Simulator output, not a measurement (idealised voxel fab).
Proc. module: voxel air gaps
Cross-sectional view cut (width: 210 nm; square cell size: 5 nm).
Square cells in a grid make up a cross-section in this document, and the grid is given as bands, listed from the top down, each one or more rows of cells. Heights first: top, then bottom, in nm. Then materials, left to right, each with a width in nm. "all across" on a single material: fills the band edge to edge. "empty": empty space. Heights are expressed relative to 0, this being the level below which the as-received wafer comprises one material exclusively. The lowest band is unbounded in the downward direction and is denoted as in "0 -> down". Width spec "30->40" -> top row of cells at first value, bottom row at second value, equal per-row change in between. The designation "no modifications", where it is given for a processing step, indicates that no cell of the cross-section was altered in the course of that step. The entry "Completely enclosed voids" lists the empty spaces that cover at least 8 cells and have no open path to the top. Each is written as width x height at distance, where the distance is measured from the left edge and all three values are in nm. On a step's line, text after the settings is the simulator commenting on that step. A step line may carry the setting "overlay nm", which, for steps involving a mask, states the distance by which the mask lay to the right of its intended position; negative values denote displacement to the left.

## Intended process steps
1: RECEIVE | material Si
2: CONFORMAL_DEP | material SiO2 | thk nm 10
3: CONFORMAL_DEP | material SiN | thk nm 5
4: DIRECTIONAL_DEP | material SiO2 | thk nm 35
5: MASKED_ETCH | tone open | mask id LINES | width nm 15 | pitch nm 40 | etch materials SiO2 | depth nm 35 | overlay nm 0
6: CONFORMAL_DEP | material TiN | thk nm 5
7: FILL_DEP | material Cu | thk nm 5
8: CMP | height nm 50
9: EPI | material Ru | thk nm 10
10: SELECTIVE_ETCH | etch materials SiO2 | depth nm 45
11: CONFORMAL_DEP | material SiCN | thk nm 5
Split variable: width nm, step 5. Plan value = first wafer. Wafers start alike.

## Sectional view: first of several wafers, as received, after step 1
- 0 -> down | Si all across
- Completely enclosed voids: none

## The first of several wafers, seen in cross-section after the module's last step, step 11
- 65 -> 60 | empty=40 / SiCN=125 / empty=45
- 60 -> 50 | empty=40 / SiCN=5 / Ru=35 / SiCN=5 / Ru=35 / SiCN=5 / Ru=35 / SiCN=5 / empty=45
- 50 -> 45 | empty=40 / SiCN=15 / TiN=5 / Cu=5 / TiN=5 / SiCN=25 / TiN=5 / Cu=5 / TiN=5 / SiCN=25 / TiN=5 / Cu=5 / TiN=5 / SiCN=15 / empty=45
- 45 -> 20 | empty=50 / SiCN=5 / TiN=5 / Cu=5 / TiN=5 / SiCN=5 / empty=15 / SiCN=5 / TiN=5 / Cu=5 / TiN=5 / SiCN=5 / empty=15 / SiCN=5 / TiN=5 / Cu=5 / TiN=5 / SiCN=5 / empty=55
- 20 -> 15 | SiCN=55 / TiN=15 / SiCN=25 / TiN=15 / SiCN=25 / TiN=15 / SiCN=60
- 15 -> 10 | SiN all across
- 10 -> 0 | SiO2 all across
- 0 -> down | Si all across
- Completely enclosed voids: 15 x 25 at 75; 15 x 25 at 115

## Final wafer of several, shown in cross-section at the end of the module
- 65 -> 60 | empty=35 / SiCN=135 / empty=40
- 60 -> 50 | empty=35 / SiCN=5 / Ru=125 / SiCN=5 / empty=40
- 50 -> 45 | empty=35 / SiCN=15 / TiN=5 / Cu=15 / TiN=5 / SiO2=15 / TiN=5 / Cu=15 / TiN=5 / SiO2=15 / TiN=5 / Cu=15 / TiN=5 / SiCN=15 / empty=40
- 45 -> 20 | empty=45 / SiCN=5 / TiN=5 / Cu=15 / TiN=5 / SiO2=15 / TiN=5 / Cu=15 / TiN=5 / SiO2=15 / TiN=5 / Cu=15 / TiN=5 / SiCN=5 / empty=50
- 20 -> 15 | SiCN=50 / TiN=25 / SiO2=15 / TiN=25 / SiO2=15 / TiN=25 / SiCN=55
- 15 -> 10 | SiN all across
- 10 -> 0 | SiO2 all across
- 0 -> down | Si all across
- Completely enclosed voids: none

## The rows of the table below are wafers. Looking at the end of the module, a row counts, for every material, the cells the wafer has gained, shown as (+), or lost, shown as (-), since it was received; its closed voids come next
width nm 15 | +18 Cu | +42 Ru | +112 SiCN | +42 SiN | +84 SiO2 | +45 TiN | Completely enclosed voids: 15 x 25 at 75; 15 x 25 at 115
width nm 20 | +36 Cu | +48 Ru | +68 SiCN | +42 SiN | +140 SiO2 | +48 TiN | Completely enclosed voids: none
width nm 25 | +54 Cu | +50 Ru | +68 SiCN | +42 SiN | +126 SiO2 | +51 TiN | Completely enclosed voids: none
